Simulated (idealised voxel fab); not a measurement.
process module | voxel transistor to metal
cross-section cut | 150 nm wide | cells 5 nm
A cross-section is a grid of square cells, given in bands from the top down. A band is one or more rows of cells.
Each band's line starts with the height of the band's top and of its bottom, in nm. Then come its materials from left to right, each with its width in nm. One material with "throughout" fills the band from edge to edge. "air" is empty space.
Height 0 is the level under which the wafer as received is all one material. The lowest band goes on downwards, as in "0 down".
A width such as "30 to 40" changes by the same amount from each row of cells to the next, from the band's top row to its bottom row.
"no change" after a step means that no cell of the cross-section changed.
closed voids: empty space of 8 cells or more with no open way to the top, each as width x height at its distance from the left edge, in nm
after a step's settings: what the simulator itself notes on the step
overlay nm, on a step with a mask: how far to the right of its planned place the mask lay; to the left if negative
plan
1 op RECEIVE | material Si
2 op OXIDIZE | depth nm 5
3 op CONFORMAL_DEP | material SiN | thk nm 15
4 op MASKED_ETCH | tone cover | mask id ACTIVE | width nm 105 | etch materials SiN | depth nm 15 | overlay nm 0
5 op MASKED_ETCH | tone cover | mask id ACTIVE | width nm 105 | etch materials SiO2 | depth nm 5 | overlay nm 0
6 op MASKED_ETCH | tone cover | mask id ACTIVE | width nm 105 | etch materials Si | depth nm 35 | overlay nm 0
7 op FILL_DEP | material SiO2 | thk nm 15
8 op CMP | height nm 15
9 op SELECTIVE_ETCH | etch materials SiO2 | depth nm 15
10 op STRIP | etch materials SiN
11 op SELECTIVE_ETCH | etch materials SiO2 | depth nm 5
12 op OXIDIZE | depth nm 5
13 op DIRECTIONAL_DEP | material polySi | thk nm 25
14 op DIRECTIONAL_DEP | material SiCN | thk nm 15
15 op DIRECTIONAL_DEP | material aC | thk nm 10
16 op PATTERN | tone cover | mask id GATE | material resist | width nm 25 | thk nm 30 | overlay nm 0
17 op DIRECTIONAL_ETCH | etch materials aC | depth nm 10
18 op STRIP | etch materials resist
19 op DIRECTIONAL_ETCH | etch materials SiCN | depth nm 25
20 op DIRECTIONAL_ETCH | etch materials polySi | depth nm 35
21 op STRIP | etch materials aC
22 op CONFORMAL_DEP | material SiN | thk nm 5
23 op DIRECTIONAL_ETCH | etch materials SiN | depth nm 5
24 op DIRECTIONAL_ETCH | etch materials SiO2 | depth nm 5
25 op DIRECTIONAL_ETCH | etch materials Si | depth nm 5
26 op EPI | material SiGe | thk nm 5
27 op FILL_DEP | material SiO2 | thk nm 10
28 op CMP | height nm 20
29 op STRIP | etch materials polySi
30 op SELECTIVE_ETCH | etch materials SiO2 | depth nm 5
31 op CONFORMAL_DEP | material HfO2 | thk nm 5
32 op CONFORMAL_DEP | material TiN | thk nm 5
33 op FILL_DEP | material W | thk nm 5
34 op CMP | height nm 15
35 op DIRECTIONAL_DEP | material SiO2 | thk nm 10
36 op MASKED_ETCH | tone open | mask id CONTACT | width nm 15 | pitch nm 80 | etch materials SiO2 | depth nm 35 | overlay nm 0
37 op CONFORMAL_DEP | material TiN | thk nm 5
38 op FILL_DEP | material W | thk nm 10
39 op CMP | height nm 25
40 op DIRECTIONAL_DEP | material TiN | thk nm 5
41 op DIRECTIONAL_DEP | material W | thk nm 15
42 op PATTERN | tone cover | mask id METAL_1 | material resist | width nm 15 | pitch nm 80 | thk nm 20 | overlay nm 0
43 op DIRECTIONAL_ETCH | etch materials W | depth nm 15
44 op DIRECTIONAL_ETCH | etch materials TiN | depth nm 5
45 op STRIP | etch materials resist
46 op FILL_DEP | material SiO2 | thk nm 5
47 op CMP | height nm 45
48 op CONFORMAL_DEP | material SiN | thk nm 5
as received, after step 1
  0 down: Si throughout
  closed voids: none
a wafer at the end: this start, this plan, one mistake
  50 to 45: SiN throughout
  45 to 30: SiO2 25 | W 15 | SiO2 65 | W 15 | SiO2 30
  30 to 25: SiO2 25 | TiN 15 | SiO2 65 | TiN 15 | SiO2 30
  25 to 15: SiO2 25 | TiN 5 | W 5 | TiN 5 | SiO2 65 | TiN 5 | W 5 | TiN 5 | SiO2 30
  15 to 0: SiO2 25 | TiN 5 | W 5 | TiN 5 | SiO2 20 | SiN 5 | HfO2 5 | TiN 5 | W 5 | TiN 5 | HfO2 5 | SiN 5 | SiO2 10 | TiN 5 | W 5 | TiN 5 | SiO2 30
  0 to -5: SiO2 25 | TiN 5 | W 5 | TiN 5 | SiO2 20 | SiN 5 | HfO2 5 | TiN 15 | HfO2 5 | SiN 5 | SiO2 10 | TiN 5 | W 5 | TiN 5 | SiO2 30
  -5 to -10: SiO2 25 | TiN 15 | SiO2 15 | SiGe 5 | HfO2 35 | SiGe 5 | SiO2 5 | TiN 15 | SiO2 30
  -10 to -15: SiO2 20 | SiGe 40 | Si 35 | SiGe 30 | SiO2 25
  -15 to -40: SiO2 20 | Si 105 | SiO2 25
  -40 down: Si throughout
  closed voids: none
what went wrong: step 16 ran as: op PATTERN | tone cover | mask id GATE | material resist | width nm 25 | thk nm 30 | overlay nm 5
